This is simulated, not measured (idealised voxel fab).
The document below concerns the process module designated voxel trench capacitor.
Cross-section cut: width 230 nm, square cells of 5 nm.
For the purposes of this document, a cross-section shall be understood as a grid of square cells, specified as bands listed in top-to-bottom order, each band consisting of one or more rows of cells.
A band entry consists of two parts. The first gives the height of the band's top and the height of its bottom, in nm. The rest lists the band's materials from left to right, each with its width in nm. A single material labelled with the word "full width" fills the band from edge to edge, and the word "air" marks empty space.
All heights in this document are referenced to 0, defined as the level beneath which the wafer, as received, consists entirely of one material. The lowest band is not bounded below; it extends indefinitely downward and is written in the form "0 -> down".
So if you see something like "30 to 40" for the width, read it as the top row of the band sitting at the first number and the bottom row at the second, with every row in between moving by the same amount as the last.
Any step labelled "remains unaltered" changed none of the cells in the cross-section.
"Sealed internal voids" enumerates empty spaces isolated from the top, with no open way to it, that contain at least 8 cells, giving each as width x height at distance from the left edge, all three in nm.
What comes after the settings on a step's line is commentary from the simulator itself on that step.
Each step line may optionally specify "overlay nm", which for a step with a mask gives the rightward distance between the mask's planned place and where it lay, a negative value indicating the leftward direction.
List of planned process steps:
- 1: RECEIVE with material Si
- 2: CONFORMAL_DEP with material SiN, thk nm 5
- 3: MASKED_ETCH with tone open, mask id TRENCH, width nm 15, pitch nm 30, etch materials SiN, depth nm 5, overlay nm 0
- 4: MASKED_ETCH with tone open, mask id TRENCH, width nm 15, pitch nm 30, etch materials Si, depth nm 35, overlay nm 0
- 5: CONFORMAL_DEP with material Al2O3, thk nm 5
- 6: FILL_DEP with material polySi, thk nm 5
- 7: CMP with height nm 5
Cross-section of the incoming wafer, state after step 1:
> 0 -> down | Si full width
> Sealed internal voids: none
End-of-module cross-section. Starting structure and process plan as above; one mistake made in running it:
> 5 -> 0 | 60 nm SiN  5 nm Al2O3  5 nm polySi  5 nm Al2O3  15 nm SiN  5 nm Al2O3  5 nm polySi  5 nm Al2O3  15 nm SiN  5 nm Al2O3  5 nm polySi  5 nm Al2O3  15 nm SiN  5 nm Al2O3  5 nm polySi  5 nm Al2O3  65 nm SiN
> 0 -> -65 | 60 nm Si  5 nm Al2O3  5 nm polySi  5 nm Al2O3  15 nm Si  5 nm Al2O3  5 nm polySi  5 nm Al2O3  15 nm Si  5 nm Al2O3  5 nm polySi  5 nm Al2O3  15 nm Si  5 nm Al2O3  5 nm polySi  5 nm Al2O3  65 nm Si
> -65 -> -70 | 60 nm Si  15 nm Al2O3  15 nm Si  15 nm Al2O3  15 nm Si  15 nm Al2O3  15 nm Si  15 nm Al2O3  65 nm Si
> -70 -> down | Si full width
> Sealed internal voids: none
Deviation noted in wafer processing: step 4 of the plan was carried out twice
